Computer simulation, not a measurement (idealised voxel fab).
The process module that follows is named voxel released beams.
The cross-section shown here is cut; it is 300 nm wide and divided into square cells measuring 5 nm on a side.
A cross-section in this document is a grid of square cells, and it is written down as bands, the top band listed before the ones below it; a band is made up of one or more rows of cells. In this notation a band is specified by the heights of its top and bottom, in that order and in nm, after which its materials appear from left to right, each paired with its width in nm. The word "full width" attached to a single material means that material fills the band from edge to edge; the word "blank" stands for empty space. Note: height 0 marks the level under which the wafer is uniformly one material as received. Lowest band unbounded below, written "0 nm and below". Read "30->40" as a graded width: first number on top, second number at the bottom, same change between each pair of neighbouring rows. "nothing altered" after a step means that no cell of the cross-section changed. Entry "Fully enclosed voids". Content: empty spaces with no open connection to the top, size 8 cells or greater. Each: width x height at distance. Distance: from left edge. Unit: nm. Read whatever lies past the settings on a step's line as the simulator's own remark about the step. Regarding "overlay nm": on a step with a mask, it is the distance the mask lay to the right of its planned place; a negative value places it to the left.

BELOW IS THE LIST OF PLANNED PROCESS STEPS
1. RECEIVE [material Si]
2. CONFORMAL_DEP [material Al2O3] [thk nm 10]
3. DIRECTIONAL_DEP [material SiO2] [thk nm 10]
4. DIRECTIONAL_DEP [material aC] [thk nm 10]
5. PATTERN [tone open] [mask id ANCHOR] [material resist] [width nm 40] [thk nm 25] [overlay nm 0]
6. DIRECTIONAL_ETCH [etch materials aC] [depth nm 10]
7. STRIP [etch materials resist]
8. DIRECTIONAL_ETCH [etch materials SiO2] [depth nm 10]
9. STRIP [etch materials aC]
10. CONFORMAL_DEP [material SiN] [thk nm 15]
11. DIRECTIONAL_DEP [material aC] [thk nm 15]
12. PATTERN [tone cover] [mask id BEAM] [material resist] [width nm 100] [thk nm 30] [overlay nm 0]
13. DIRECTIONAL_ETCH [etch materials aC] [depth nm 15]
14. STRIP [etch materials resist]
15. DIRECTIONAL_ETCH [etch materials SiN] [depth nm 15]
16. STRIP [etch materials aC]
17. STRIP [etch materials SiO2]

AS RECEIVED (POST STEP 1): CROSS-SECTION
  0 nm and below | Si full width
  Fully enclosed voids: none

END-OF-MODULE CROSS-SECTION. STARTING STRUCTURE AND PROCESS PLAN AS ABOVE; ONE MISTAKE MADE IN RUNNING IT
  50 nm to 35 nm | blank=95 / SiN=100 / blank=105
  35 nm to 20 nm | SiN full width
  20 nm to 10 nm | SiO2=100 / SiN=40 / SiO2=160
  10 nm to 0 nm | Al2O3 full width
  0 nm and below | Si full width
  Fully enclosed voids: none
Where did the run depart from the plan? regarding the plan, step 10 was run twice
